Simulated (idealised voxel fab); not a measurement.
The following is a process module called voxel self aligned vias.
Pictured: cross-section cut, 290 nm wide, on a grid of 5 nm square cells.
If you're reading a cross-section in this doc, picture square cells in a grid; it comes to you as bands, top ones listed first down to the bottom, and a band can be one or more rows of cells. Basically the band line says how high the top is and how high the bottom is, in nm, and then what's in it from left to right, every material with its width in nm. Empty space shows up as "empty", and if a single material carries "everywhere" it runs the full band edge to edge. Heights from 0 (as-received wafer is one material below). Bottom band endless downward, as "0..down". When a width is written as two numbers, as in "30->40", the first number is the width in the top row of cells of the band and the second is the width in its bottom row, and the width changes by the same amount from each row to the next. Take "no modification" at face value: in the step it is given for, the cross-section changed in none of its cells. In "Enclosed cavity list" the enclosed voids are listed, meaning empty spaces of 8 cells or larger without any opening to the top. The form is width x height at distance, distance from the left edge, units nm. Where a step's line continues beyond its settings, the continuation is a remark by the simulator itself on that step. The line of a step may include "overlay nm". On a step with a mask, this value is how far to the right of its planned place the mask lay. A negative value means the mask lay to the left.
# Intended process steps
1,RECEIVE (material Si)
2,CONFORMAL_DEP (material SiO2; thk nm 10)
3,CONFORMAL_DEP (material SiCN; thk nm 5)
4,DIRECTIONAL_DEP (material lowk; thk nm 25)
5,MASKED_ETCH (tone open; mask id LINES; width nm 25; pitch nm 65; etch materials lowk; depth nm 25; overlay nm 0)
6,CONFORMAL_DEP (material TiN; thk nm 5)
7,FILL_DEP (material Ru; thk nm 5)
8,CMP (height nm 40)
9,SELECTIVE_ETCH (etch materials W Ru TiN; depth nm 10)
10,FILL_DEP (material SiN; thk nm 10)
11,CMP (height nm 40)
12,DIRECTIONAL_DEP (material lowk; thk nm 20)
13,MASKED_ETCH (tone open; mask id VIAS; width nm 45; etch materials lowk; depth nm 20; overlay nm 0)
14,MASKED_ETCH (tone open; mask id VIAS; width nm 45; etch materials SiN; depth nm 10; overlay nm 0)
15,CONFORMAL_DEP (material TiN; thk nm 5)
16,FILL_DEP (material Ru; thk nm 10)
17,CMP (height nm 60)
18,CONFORMAL_DEP (material SiCN; thk nm 5)
# As received (post step 1): cross-section
	0..down: Si everywhere
	Enclosed cavity list: none
# One mistake in running the module, otherwise start and plan as above: cross-section at the end
	65..60: SiCN everywhere
	60..40: 90 of lowk; 5 of TiN; 35 of Ru; 5 of TiN; 155 of lowk
	40..35: 90 of lowk; 5 of TiN; 35 of Ru; 5 of TiN; 30 of lowk; 25 of SiN; 100 of lowk
	35..30: 90 of lowk; 45 of TiN; 30 of lowk; 25 of SiN; 100 of lowk
	30..20: 90 of lowk; 15 of TiN; 15 of Ru; 15 of TiN; 30 of lowk; 5 of TiN; 15 of Ru; 5 of TiN; 100 of lowk
	20..15: 100 of lowk; 25 of TiN; 40 of lowk; 25 of TiN; 100 of lowk
	15..10: SiCN everywhere
	10..0: SiO2 everywhere
	0..down: Si everywhere
	Enclosed cavity list: none
Deviation from plan: step 13 of the plan was performed twice
